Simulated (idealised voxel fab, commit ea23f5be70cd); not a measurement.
Proc. module: voxel self aligned contacts
Xsec cut, 255 nm wide, square cell size 5 nm.
In what follows, cross-sections appear as grids of square cells, described through bands that run from the top down, where every band is one or more rows of cells. Heads up on the band format: heights come first, top then bottom, in nm. After that it's the materials left to right, each with its width in nm. A single material flagged "all across" fills the whole band edge to edge, and "air" means there's empty space there. For the purposes of this specification, 0 denotes the height below which the wafer in its as-received condition is composed wholly of one material, and the lowermost band, lacking a lower limit, extends downward without end, as expressed in "top 0, no bottom". The width entry "30..40" should be interpreted row by row: the top row of cells in the band takes the first number, the bottom row takes the second number, and the change between adjacent rows is uniform throughout. Given "no modification" for a step, no cell of the cross-section differs between before and after that step. Empty spaces counting at least 8 cells and having no open way to the top are listed in "Trapped cavities". The notation width x height at distance is used for each, the distance being from the left edge and all three values in nm. Whatever follows a step's settings on its line is a remark the simulator itself makes about that step. A step's line can hold "overlay nm"; with a mask on that step, the setting says how far right of the planned place the mask lay, while a negative setting says it lay to the left.
Below is the list of planned process steps:
step 1: RECEIVE, material Si
step 2: CONFORMAL_DEP, material SiO2, thk nm 5
step 3: DIRECTIONAL_DEP, material polySi, thk nm 30
step 4: DIRECTIONAL_DEP, material SiN, thk nm 25
step 5: DIRECTIONAL_DEP, material aC, thk nm 15
step 6: PATTERN, tone cover, mask id GATE, material resist, width nm 35, pitch nm 75, thk nm 35, overlay nm 0
step 7: DIRECTIONAL_ETCH, etch materials aC, depth nm 15
step 8: STRIP, etch materials resist
step 9: DIRECTIONAL_ETCH, etch materials SiN, depth nm 25
step 10: DIRECTIONAL_ETCH, etch materials polySi, depth nm 30
step 11: STRIP, etch materials aC
step 12: CONFORMAL_DEP, material SiN, thk nm 10
step 13: DIRECTIONAL_ETCH, etch materials SiN, depth nm 10
step 14: FILL_DEP, material SiO2, thk nm 15
step 15: CMP, height nm 70
step 16: MASKED_ETCH, tone open, mask id CONTACT, width nm 60, etch materials SiO2, depth nm 70, overlay nm 0
step 17: CONFORMAL_DEP, material TiN, thk nm 5
step 18: FILL_DEP, material W, thk nm 10
step 19: CMP, height nm 70
step 20: CONFORMAL_DEP, material SiN, thk nm 5
Delivered wafer in cross-section: state after step 1:
	top 0, no bottom = Si all across
	Trapped cavities: none
Wafer cross-section at end of module: start and plan as shown above, one execution error:
	top 75, bottom 70 = SiN all across
	top 70, bottom 65 = SiO2 95 nm  TiN 5 nm  W 50 nm  TiN 5 nm  SiO2 100 nm
	top 65, bottom 60 = SiO2 95 nm  TiN 60 nm  SiO2 100 nm
	top 60, bottom 35 = SiO2 55 nm  SiN 65 nm  TiN 10 nm  SiN 65 nm  SiO2 60 nm
	top 35, bottom 5 = SiO2 55 nm  SiN 10 nm  polySi 45 nm  SiN 10 nm  TiN 10 nm  SiN 10 nm  polySi 45 nm  SiN 10 nm  SiO2 60 nm
	top 5, bottom 0 = SiO2 120 nm  TiN 10 nm  SiO2 125 nm
	top 0, no bottom = Si all across
	Trapped cavities: none
Processing error: in deviation from the planned setting, step 6 was conducted as PATTERN, tone cover, mask id GATE, material resist, width nm 45, pitch nm 75, thk nm 35, overlay nm 0
